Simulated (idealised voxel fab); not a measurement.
Process module, titled voxel double patterning
Pictured: cross-section cut, 210 nm wide, on a grid of 5 nm square cells.
Cross-section = grid of square cells, listed top down in bands; band = one or more rows. Heads up on the band format: heights come first, top then bottom, in nm. After that it's the materials left to right, each with its width in nm. A single material flagged "edge to edge" fills the whole band edge to edge, and "empty" means there's empty space there. Zero point of the height axis is 0; under it, received wafer = one material. Lowest band: continues down indefinitely, "0..down". Top row gets the first number, bottom row gets the second, and each row in between changes by the same step: that is how a band width like "30 to 40" works. No cell of the cross-section changed in a step that is given as "left unchanged". Reported under the label "Closed cavities" are the empty spaces having no open way to the top and comprising 8 cells or more; the notation for each is width x height at distance, in which the distance is measured from the left edge and all three values are in nm. Text after the settings on a step's line: the simulator's own remark on that step. The optional step-line setting "overlay nm" applies to steps with a mask and quantifies how far to the right of its planned location the mask lay, a negative value indicating leftward placement.
-- Listed below are the process steps as planned
| 1 | RECEIVE: material Si |
| 2 | CONFORMAL_DEP: material SiN, thk nm 10 |
| 3 | DIRECTIONAL_DEP: material SiO2, thk nm 10 |
| 4 | DIRECTIONAL_DEP: material SiCN, thk nm 10 |
| 5 | MASKED_ETCH: tone open, mask id FIRST, width nm 15, pitch nm 50, etch materials SiCN, depth nm 10, overlay nm 0 |
| 6 | MASKED_ETCH: tone open, mask id SECOND, width nm 15, pitch nm 50, etch materials SiCN, depth nm 10, overlay nm 0 |
| 7 | DIRECTIONAL_ETCH: etch materials SiO2, depth nm 10 |
| 8 | STRIP: etch materials SiCN |
-- First wafer out of two, processed as planned
-- Cross-section, incoming material, after step 1
- 0..down  Si edge to edge
- Closed cavities: none
-- Cross-section of the wafer after step 2
- 10..0  SiN edge to edge
- Unchanged below 0.
-- Cross-section of the wafer after step 3
- 20..10  SiO2 edge to edge
- Unchanged below 10.
-- Cross-section of the wafer after step 4
- 30..20  SiCN edge to edge
- Unchanged below 20.
-- Cross-section of the wafer after step 5
- 30..20  45 SiCN, then 15 empty, then 35 SiCN, then 15 empty, then 35 SiCN, then 15 empty, then 50 SiCN
- Unchanged below 20.
-- Cross-section of the wafer after step 6
- 30..20  45 SiCN, then 15 empty, then 10 SiCN, then 15 empty, then 10 SiCN, then 15 empty, then 10 SiCN, then 15 empty, then 10 SiCN, then 15 empty, then 50 SiCN
- Unchanged below 20.
-- Cross-section of the wafer after step 7
- 30..20  45 SiCN, then 15 empty, then 10 SiCN, then 15 empty, then 10 SiCN, then 15 empty, then 10 SiCN, then 15 empty, then 10 SiCN, then 15 empty, then 50 SiCN
- 20..10  45 SiO2, then 15 empty, then 10 SiO2, then 15 empty, then 10 SiO2, then 15 empty, then 10 SiO2, then 15 empty, then 10 SiO2, then 15 empty, then 50 SiO2
- Unchanged below 10.
-- Cross-section of the wafer after step 8
- 20..10  45 SiO2, then 15 empty, then 10 SiO2, then 15 empty, then 10 SiO2, then 15 empty, then 10 SiO2, then 15 empty, then 10 SiO2, then 15 empty, then 50 SiO2
- Unchanged below 10.
-- The second wafer: identical to the first at the outset and in its planned sequence, differing only in that one mistake was made during processing; up to and including step 4, its path is the first wafer's path
-- Second wafer: cross-section at the scheduled end of step 5
- 30..20  40 SiCN, then 25 empty, then 25 SiCN, then 25 empty, then 25 SiCN, then 25 empty, then 45 SiCN
- Unchanged below 20.
-- Second wafer: cross-section at the scheduled end of step 6
- 30..20  40 SiCN, then 25 empty, then 5 SiCN, then 15 empty, then 5 SiCN, then 25 empty, then 5 SiCN, then 15 empty, then 5 SiCN, then 25 empty, then 45 SiCN
- Unchanged below 20.
-- Second wafer: cross-section at the scheduled end of step 7
- 30..20  40 SiCN, then 25 empty, then 5 SiCN, then 15 empty, then 5 SiCN, then 25 empty, then 5 SiCN, then 15 empty, then 5 SiCN, then 25 empty, then 45 SiCN
- 20..10  40 SiO2, then 25 empty, then 5 SiO2, then 15 empty, then 5 SiO2, then 25 empty, then 5 SiO2, then 15 empty, then 5 SiO2, then 25 empty, then 45 SiO2
- Unchanged below 10.
-- Second wafer: cross-section at the scheduled end of step 8
- 20..10  40 SiO2, then 25 empty, then 5 SiO2, then 15 empty, then 5 SiO2, then 25 empty, then 5 SiO2, then 15 empty, then 5 SiO2, then 25 empty, then 45 SiO2
- Unchanged below 10.
Short version of what went wrong: heads up, step 5 didn't go per plan, it actually ran as MASKED_ETCH: tone open, mask id FIRST, width nm 25, pitch nm 50, etch materials SiCN, depth nm 10, overlay nm 0
Final cells, second wafer relative to first, materials higher or lower: -12 SiO2
